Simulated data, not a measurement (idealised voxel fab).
process module | voxel double patterning
cross-section cut | 255 nm wide | cells 5 nm
A cross-section is a grid of square cells, given in bands from the top down. A band is one or more rows of cells.
Each band's line starts with the height of the band's top and of its bottom, in nm. Then come its materials from left to right, each with its width in nm. One material with "throughout" fills the band from edge to edge. "air" is empty space.
Height 0 is the level under which the wafer as received is all one material. The lowest band goes on downwards, as in "0 down".
A width such as "30 to 40" changes by the same amount from each row of cells to the next, from the band's top row to its bottom row.
"no change" after a step means that no cell of the cross-section changed.
closed voids: empty space of 8 cells or more with no open way to the top, each as width x height at its distance from the left edge, in nm
after a step's settings: what the simulator itself notes on the step
overlay nm, on a step with a mask: how far to the right of its planned place the mask lay; to the left if negative
plan
1 op RECEIVE | material Si
2 op CONFORMAL_DEP | material SiO2 | thk nm 10
3 op DIRECTIONAL_DEP | material polySi | thk nm 15
4 op DIRECTIONAL_DEP | material SiCN | thk nm 5
5 op DIRECTIONAL_DEP | material aC | thk nm 15
6 op PATTERN | tone open | mask id FIRST | material resist | width nm 15 | pitch nm 50 | thk nm 30 | overlay nm 0
7 op DIRECTIONAL_ETCH | etch materials aC | depth nm 15
8 op STRIP | etch materials resist
9 op DIRECTIONAL_ETCH | etch materials SiCN | depth nm 5
10 op STRIP | etch materials aC
11 op MASKED_ETCH | tone open | mask id SECOND | width nm 15 | pitch nm 50 | etch materials SiCN | depth nm 5 | overlay nm 0
12 op DIRECTIONAL_ETCH | etch materials polySi | depth nm 15
13 op STRIP | etch materials SiCN
as received, after step 1
  0 down: Si throughout
  closed voids: none
a wafer at the end: this start, this plan, one mistake
  25 to 15: SiO2 throughout
  15 to 0: polySi throughout
  0 down: Si throughout
  closed voids: none
what went wrong: steps 2 and 3 were swapped
